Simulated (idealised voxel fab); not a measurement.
process module | voxel self aligned contacts
cross-section cut | 300 nm wide | cells 5 nm
A cross-section is a grid of square cells, given in bands from the top down. A band is one or more rows of cells.
Each band's line starts with the height of the band's top and of its bottom, in nm. Then come its materials from left to right, each with its width in nm. One material with "throughout" fills the band from edge to edge. "air" is empty space.
Height 0 is the level under which the wafer as received is all one material. The lowest band goes on downwards, as in "0 down".
A width such as "30 to 40" changes by the same amount from each row of cells to the next, from the band's top row to its bottom row.
"no change" after a step means that no cell of the cross-section changed.
closed voids: empty space of 8 cells or more with no open way to the top, each as width x height at its distance from the left edge, in nm
after a step's settings: what the simulator itself notes on the step
overlay nm, on a step with a mask: how far to the right of its planned place the mask lay; to the left if negative
plan
1 op RECEIVE | material Si
2 op OXIDIZE | depth nm 5
3 op DIRECTIONAL_DEP | material polySi | thk nm 30
4 op DIRECTIONAL_DEP | material SiN | thk nm 15
5 op DIRECTIONAL_DEP | material aC | thk nm 15
6 op PATTERN | tone cover | mask id GATE | material resist | width nm 30 | pitch nm 55 | thk nm 30 | overlay nm 0
7 op DIRECTIONAL_ETCH | etch materials aC | depth nm 15
8 op STRIP | etch materials resist
9 op DIRECTIONAL_ETCH | etch materials SiN | depth nm 15
10 op DIRECTIONAL_ETCH | etch materials polySi | depth nm 30
11 op STRIP | etch materials aC
12 op CONFORMAL_DEP | material SiN | thk nm 5
13 op DIRECTIONAL_ETCH | etch materials SiN | depth nm 5
14 op FILL_DEP | material SiO2 | thk nm 15
15 op CMP | height nm 50
16 op MASKED_ETCH | tone open | mask id CONTACT | width nm 35 | etch materials SiO2 | depth nm 55 | overlay nm 0
17 op CONFORMAL_DEP | material TiN | thk nm 5
18 op FILL_DEP | material Ru | thk nm 5
19 op CMP | height nm 50
20 op CONFORMAL_DEP | material SiCN | thk nm 5
first wafer, as planned
as received, after step 1
  0 down: Si throughout
  closed voids: none
after step 2
  0 to -5: SiO2 throughout
  below -5: unchanged
after step 3
  30 to 0: polySi throughout
  below 0: unchanged
after step 4
  45 to 30: SiN throughout
  below 30: unchanged
after step 5
  60 to 45: aC throughout
  below 45: unchanged
after step 6
  90 to 60: air 105 | resist 30 | air 25 | resist 30 | air 110
  below 60: unchanged
after step 7
  75 to 60: air 105 | resist 30 | air 25 | resist 30 | air 110
  60 to 45: air 105 | aC 30 | air 25 | aC 30 | air 110
  below 45: unchanged
after step 8
  60 to 45: air 105 | aC 30 | air 25 | aC 30 | air 110
  below 45: unchanged
after step 9
  60 to 45: air 105 | aC 30 | air 25 | aC 30 | air 110
  45 to 30: air 105 | SiN 30 | air 25 | SiN 30 | air 110
  below 30: unchanged
after step 10
  60 to 45: air 105 | aC 30 | air 25 | aC 30 | air 110
  45 to 30: air 105 | SiN 30 | air 25 | SiN 30 | air 110
  30 to 0: air 105 | polySi 30 | air 25 | polySi 30 | air 110
  below 0: unchanged
after step 11
  45 to 30: air 105 | SiN 30 | air 25 | SiN 30 | air 110
  below 30: unchanged
after step 12
  50 to 30: air 100 | SiN 40 | air 15 | SiN 40 | air 105
  30 to 5: air 100 | SiN 5 | polySi 30 | SiN 5 | air 15 | SiN 5 | polySi 30 | SiN 5 | air 105
  5 to 0: SiN 105 | polySi 30 | SiN 25 | polySi 30 | SiN 110
  below 0: unchanged
after step 13
  45 to 30: air 100 | SiN 40 | air 15 | SiN 40 | air 105
  30 to 0: air 100 | SiN 5 | polySi 30 | SiN 5 | air 15 | SiN 5 | polySi 30 | SiN 5 | air 105
  below 0: unchanged
after step 14
  60 to 45: SiO2 throughout
  45 to 30: SiO2 100 | SiN 40 | SiO2 15 | SiN 40 | SiO2 105
  30 to 0: SiO2 100 | SiN 5 | polySi 30 | SiN 5 | SiO2 15 | SiN 5 | polySi 30 | SiN 5 | SiO2 105
  below 0: unchanged
after step 15
  50 to 45: SiO2 throughout
  below 45: unchanged
after step 16
  50 to 45: SiO2 130 | air 35 | SiO2 135
  45 to 30: SiO2 100 | SiN 40 | air 15 | SiN 40 | SiO2 105
  30 to 0: SiO2 100 | SiN 5 | polySi 30 | SiN 5 | air 15 | SiN 5 | polySi 30 | SiN 5 | SiO2 105
  0 to -5: SiO2 140 | air 15 | SiO2 145
  below -5: unchanged
after step 17
  55 to 50: TiN 135 | air 25 | TiN 140
  50 to 45: SiO2 130 | TiN 15 | air 5 | TiN 15 | SiO2 135
  45 to 30: SiO2 100 | SiN 40 | TiN 5 | air 5 | TiN 5 | SiN 40 | SiO2 105
  30 to 0: SiO2 100 | SiN 5 | polySi 30 | SiN 5 | TiN 5 | air 5 | TiN 5 | SiN 5 | polySi 30 | SiN 5 | SiO2 105
  0 to -5: SiO2 140 | TiN 15 | SiO2 145
  below -5: unchanged
after step 18
  60 to 55: Ru throughout
  55 to 50: TiN 135 | Ru 25 | TiN 140
  50 to 45: SiO2 130 | TiN 15 | Ru 5 | TiN 15 | SiO2 135
  45 to 30: SiO2 100 | SiN 40 | TiN 5 | Ru 5 | TiN 5 | SiN 40 | SiO2 105
  30 to 0: SiO2 100 | SiN 5 | polySi 30 | SiN 5 | TiN 5 | Ru 5 | TiN 5 | SiN 5 | polySi 30 | SiN 5 | SiO2 105
  below 0: unchanged
after step 19
  50 to 45: SiO2 130 | TiN 15 | Ru 5 | TiN 15 | SiO2 135
  below 45: unchanged
after step 20
  55 to 50: SiCN throughout
  below 50: unchanged
second wafer: like start, like plan, one mistake. Through step 3 it matches the first wafer
when step 4 should have ended
  60 to 30: SiN throughout
  below 30: unchanged
when step 5 should have ended
  75 to 60: aC throughout
  below 60: unchanged
when step 6 should have ended
  105 to 75: air 105 | resist 30 | air 25 | resist 30 | air 110
  below 75: unchanged
when step 7 should have ended
  90 to 75: air 105 | resist 30 | air 25 | resist 30 | air 110
  75 to 60: air 105 | aC 30 | air 25 | aC 30 | air 110
  below 60: unchanged
when step 8 should have ended
  75 to 60: air 105 | aC 30 | air 25 | aC 30 | air 110
  below 60: unchanged
when step 9 should have ended
  75 to 60: air 105 | aC 30 | air 25 | aC 30 | air 110
  60 to 45: air 105 | SiN 30 | air 25 | SiN 30 | air 110
  below 45: unchanged
when step 10 should have ended: no change
when step 11 should have ended
  60 to 45: air 105 | SiN 30 | air 25 | SiN 30 | air 110
  below 45: unchanged
when step 12 should have ended
  65 to 50: air 100 | SiN 40 | air 15 | SiN 40 | air 105
  50 to 30: SiN throughout
  below 30: unchanged
when step 13 should have ended
  60 to 45: air 100 | SiN 40 | air 15 | SiN 40 | air 105
  below 45: unchanged
when step 14 should have ended
  75 to 60: SiO2 throughout
  60 to 45: SiO2 100 | SiN 40 | SiO2 15 | SiN 40 | SiO2 105
  below 45: unchanged
when step 15 should have ended
  50 to 45: SiO2 100 | SiN 40 | SiO2 15 | SiN 40 | SiO2 105
  below 45: unchanged
when step 16 should have ended
  50 to 45: SiO2 100 | SiN 40 | air 15 | SiN 40 | SiO2 105
  below 45: unchanged
when step 17 should have ended
  55 to 50: TiN 145 | air 5 | TiN 150
  50 to 45: SiO2 100 | SiN 40 | TiN 15 | SiN 40 | SiO2 105
  below 45: unchanged
when step 18 should have ended
  60 to 55: Ru throughout
  55 to 50: TiN 145 | Ru 5 | TiN 150
  below 50: unchanged
when step 19 should have ended
  50 to 45: SiO2 100 | SiN 40 | TiN 15 | SiN 40 | SiO2 105
  below 45: unchanged
when step 20 should have ended
  55 to 50: SiCN throughout
  below 50: unchanged
what went wrong: step 4 was run twice
at the end the second wafer has, in cells: 10 fewer of Ru | 124 more of SiN | 378 fewer of SiO2 | 24 fewer of TiN | 288 more of polySi
